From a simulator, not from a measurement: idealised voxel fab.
process module | voxel capacitor over wiring
cross-section cut | 165 nm wide | cells 5 nm
A cross-section is a grid of square cells, given in bands from the top down. A band is one or more rows of cells.
Each band's line starts with the height of the band's top and of its bottom, in nm. Then come its materials from left to right, each with its width in nm. One material with "throughout" fills the band from edge to edge. "air" is empty space.
Height 0 is the level under which the wafer as received is all one material. The lowest band goes on downwards, as in "0 down".
A width such as "30 to 40" changes by the same amount from each row of cells to the next, from the band's top row to its bottom row.
"no change" after a step means that no cell of the cross-section changed.
closed voids: empty space of 8 cells or more with no open way to the top, each as width x height at its distance from the left edge, in nm
after a step's settings: what the simulator itself notes on the step
overlay nm, on a step with a mask: how far to the right of its planned place the mask lay; to the left if negative
plan
1 op RECEIVE | material Si
2 op CONFORMAL_DEP | material SiO2 | thk nm 10
3 op DIRECTIONAL_DEP | material TiN | thk nm 5
4 op DIRECTIONAL_DEP | material W | thk nm 25
5 op PATTERN | tone cover | mask id METAL_1 | material resist | width nm 30 | pitch nm 90 | thk nm 20 | overlay nm 0
6 op DIRECTIONAL_ETCH | etch materials W | depth nm 15
7 op DIRECTIONAL_ETCH | etch materials TiN | depth nm 5
8 op STRIP | etch materials resist
9 op FILL_DEP | material lowk | thk nm 10
10 op CMP | height nm 40
11 op CONFORMAL_DEP | material SiCN | thk nm 5
12 op DIRECTIONAL_DEP | material lowk | thk nm 10
13 op MASKED_ETCH | tone open | mask id PLUG_1 | width nm 15 | etch materials lowk | depth nm 10 | overlay nm 0
14 op MASKED_ETCH | tone open | mask id PLUG_1 | width nm 15 | etch materials SiCN | depth nm 5 | overlay nm 0
15 op CONFORMAL_DEP | material TiN | thk nm 5
16 op FILL_DEP | material Ru | thk nm 5
17 op CMP | height nm 55
18 op DIRECTIONAL_DEP | material TiN | thk nm 10
19 op DIRECTIONAL_DEP | material SiN | thk nm 5
20 op DIRECTIONAL_DEP | material TiN | thk nm 10
21 op DIRECTIONAL_DEP | material aC | thk nm 15
22 op PATTERN | tone cover | mask id UPPER_PLATE | material resist | width nm 65 | thk nm 35 | overlay nm 0
23 op DIRECTIONAL_ETCH | etch materials aC | depth nm 15
24 op STRIP | etch materials resist
25 op DIRECTIONAL_ETCH | etch materials TiN | depth nm 10
26 op DIRECTIONAL_ETCH | etch materials SiN | depth nm 5
27 op STRIP | etch materials aC
28 op MASKED_ETCH | tone cover | mask id LOWER_PLATE | width nm 75 | etch materials TiN | depth nm 10 | overlay nm 0
29 op FILL_DEP | material SiO2 | thk nm 20
30 op CMP | height nm 95
31 op PATTERN | tone open | mask id PLUG_2 | material resist | width nm 15 | thk nm 20 | overlay nm 0
32 op DIRECTIONAL_ETCH | etch materials SiO2 | depth nm 15
33 op STRIP | etch materials resist
34 op CONFORMAL_DEP | material TiN | thk nm 5
35 op FILL_DEP | material Ru | thk nm 10
36 op CMP | height nm 95
37 op CONFORMAL_DEP | material SiN | thk nm 5
varied across the wafers: depth nm of step 6. The plan shows the first wafer's value. All wafers start alike
first wafer as received, after step 1
  0 down: Si throughout
  closed voids: none
first wafer at the end, after step 37
  100 to 95: SiN throughout
  95 to 85: SiO2 45 | TiN 5 | Ru 5 | TiN 5 | SiO2 105
  85 to 80: SiO2 45 | TiN 15 | SiO2 105
  80 to 70: SiO2 35 | TiN 65 | SiO2 65
  70 to 65: SiO2 35 | SiN 65 | SiO2 65
  65 to 55: SiO2 30 | TiN 75 | SiO2 60
  55 to 45: lowk 35 | TiN 5 | Ru 5 | TiN 5 | lowk 115
  45 to 40: SiCN 35 | TiN 15 | SiCN 115
  40 to 25: lowk 20 | W 30 | lowk 60 | W 30 | lowk 25
  25 to 15: W throughout
  15 to 10: TiN throughout
  10 to 0: SiO2 throughout
  0 down: Si throughout
  closed voids: none
last wafer at the end
  100 to 95: SiN throughout
  95 to 85: SiO2 45 | TiN 5 | Ru 5 | TiN 5 | SiO2 105
  85 to 80: SiO2 45 | TiN 15 | SiO2 105
  80 to 70: SiO2 35 | TiN 65 | SiO2 65
  70 to 65: SiO2 35 | SiN 65 | SiO2 65
  65 to 55: SiO2 30 | TiN 75 | SiO2 60
  55 to 45: lowk 35 | TiN 5 | Ru 5 | TiN 5 | lowk 115
  45 to 40: SiCN 35 | TiN 15 | SiCN 115
  40 to 15: lowk 20 | W 30 | lowk 60 | W 30 | lowk 25
  15 to 10: lowk 20 | TiN 30 | lowk 60 | TiN 30 | lowk 25
  10 to 0: SiO2 throughout
  0 down: Si throughout
  closed voids: none
each wafer at the end: cells of each material gained (+) or lost (-) since it was received, then its closed voids
depth nm 15 | +4 Ru | +30 SiCN | +46 SiN | +252 SiO2 | +103 TiN | +102 W | +123 lowk | closed voids: none
depth nm 20 | +4 Ru | +30 SiCN | +46 SiN | +252 SiO2 | +103 TiN | +81 W | +144 lowk | closed voids: none
depth nm 25 | +4 Ru | +30 SiCN | +46 SiN | +252 SiO2 | +82 TiN | +60 W | +186 lowk | closed voids: none
depth nm 30 | +4 Ru | +30 SiCN | +46 SiN | +252 SiO2 | +82 TiN | +60 W | +186 lowk | closed voids: none
depth nm 35 | +4 Ru | +30 SiCN | +46 SiN | +252 SiO2 | +82 TiN | +60 W | +186 lowk | closed voids: none
depth nm 40 | +4 Ru | +30 SiCN | +46 SiN | +252 SiO2 | +82 TiN | +60 W | +186 lowk | closed voids: none
